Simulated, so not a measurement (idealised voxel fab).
process module | voxel wiring stack
cross-section cut | 200 nm wide | cells 5 nm
A cross-section is a grid of square cells, given in bands from the top down. A band is one or more rows of cells.
Each band's line starts with the height of the band's top and of its bottom, in nm. Then come its materials from left to right, each with its width in nm. One material with "throughout" fills the band from edge to edge. "air" is empty space.
Height 0 is the level under which the wafer as received is all one material. The lowest band goes on downwards, as in "0 down".
A width such as "30 to 40" changes by the same amount from each row of cells to the next, from the band's top row to its bottom row.
"no change" after a step means that no cell of the cross-section changed.
closed voids: empty space of 8 cells or more with no open way to the top, each as width x height at its distance from the left edge, in nm
after a step's settings: what the simulator itself notes on the step
overlay nm, on a step with a mask: how far to the right of its planned place the mask lay; to the left if negative
plan
1 op RECEIVE | material Si
2 op CONFORMAL_DEP | material SiO2 | thk nm 15
3 op CONFORMAL_DEP | material SiN | thk nm 5
4 op DIRECTIONAL_DEP | material lowk | thk nm 25
5 op DIRECTIONAL_DEP | material aC | thk nm 10
6 op PATTERN | tone open | mask id METAL_1 | material resist | width nm 25 | pitch nm 45 | thk nm 30 | overlay nm 0
7 op DIRECTIONAL_ETCH | etch materials aC | depth nm 10
8 op STRIP | etch materials resist
9 op DIRECTIONAL_ETCH | etch materials lowk | depth nm 25
10 op DIRECTIONAL_ETCH | etch materials SiN | depth nm 5
11 op STRIP | etch materials aC
12 op CONFORMAL_DEP | material TiN | thk nm 5
13 op FILL_DEP | material Ru | thk nm 5
14 op CMP | height nm 45
15 op CONFORMAL_DEP | material SiCN | thk nm 5
16 op DIRECTIONAL_DEP | material SiO2 | thk nm 15
17 op MASKED_ETCH | tone open | mask id PLUG_1 | width nm 15 | pitch nm 45 | etch materials SiO2 | depth nm 15 | overlay nm 0
18 op MASKED_ETCH | tone open | mask id PLUG_1 | width nm 15 | pitch nm 45 | etch materials SiCN | depth nm 5 | overlay nm 0
19 op EPI | material Ru | thk nm 10
20 op EPI | material Ru | thk nm 10
21 op CONFORMAL_DEP | material SiN | thk nm 5
22 op DIRECTIONAL_DEP | material lowk | thk nm 20
23 op MASKED_ETCH | tone open | mask id METAL_2 | width nm 25 | pitch nm 45 | etch materials lowk | depth nm 20 | overlay nm 0
24 op MASKED_ETCH | tone open | mask id METAL_2 | width nm 25 | pitch nm 45 | etch materials SiN | depth nm 5 | overlay nm 0
25 op CONFORMAL_DEP | material TiN | thk nm 5
26 op FILL_DEP | material Ru | thk nm 10
27 op CMP | height nm 90
28 op CONFORMAL_DEP | material SiCN | thk nm 5
29 op DIRECTIONAL_DEP | material SiO2 | thk nm 10
30 op MASKED_ETCH | tone open | mask id PLUG_2 | width nm 15 | etch materials SiO2 | depth nm 10 | overlay nm 0
31 op MASKED_ETCH | tone open | mask id PLUG_2 | width nm 15 | etch materials SiCN | depth nm 5 | overlay nm 0
32 op EPI | material Ru | thk nm 10
33 op EPI | material Ru | thk nm 5
34 op CONFORMAL_DEP | material SiN | thk nm 5
35 op DIRECTIONAL_DEP | material lowk | thk nm 20
36 op DIRECTIONAL_DEP | material aC | thk nm 15
37 op PATTERN | tone open | mask id METAL_3 | material resist | width nm 25 | pitch nm 45 | thk nm 30 | overlay nm 0
38 op DIRECTIONAL_ETCH | etch materials aC | depth nm 15
39 op STRIP | etch materials resist
40 op DIRECTIONAL_ETCH | etch materials lowk | depth nm 20
41 op DIRECTIONAL_ETCH | etch materials SiN | depth nm 5
42 op STRIP | etch materials aC
43 op CONFORMAL_DEP | material TiN | thk nm 5
44 op FILL_DEP | material Ru | thk nm 5
45 op CMP | height nm 130
46 op CONFORMAL_DEP | material SiCN | thk nm 5
as received, after step 1
  0 down: Si throughout
  closed voids: none
a wafer at the end: this start, this plan, one mistake
  135 to 130: SiCN throughout
  130 to 110: lowk 65 | TiN 5 | Ru 15 | TiN 5 | lowk 20 | TiN 5 | Ru 15 | TiN 5 | lowk 65
  110 to 105: SiN 65 | TiN 25 | SiN 20 | TiN 25 | SiN 65
  105 to 100: SiCN 65 | SiN 5 | TiN 5 | SiN 5 | SiCN 120
  100 to 90: SiO2 throughout
  90 to 70: lowk 65 | TiN 5 | Ru 15 | TiN 5 | lowk 20 | TiN 5 | Ru 15 | TiN 5 | lowk 65
  70 to 65: SiN 65 | TiN 25 | SiN 20 | TiN 25 | SiN 65
  65 to 50: SiO2 65 | Ru 15 | SiO2 30 | Ru 15 | SiO2 75
  50 to 45: SiCN 65 | Ru 15 | SiCN 30 | Ru 15 | SiCN 75
  45 to 20: lowk 65 | TiN 5 | Ru 15 | TiN 5 | lowk 20 | TiN 5 | Ru 15 | TiN 5 | lowk 65
  20 to 15: SiN 65 | TiN 25 | SiN 20 | TiN 25 | SiN 65
  15 to 0: SiO2 throughout
  0 down: Si throughout
  closed voids: none
what went wrong: steps 28 and 29 were swapped
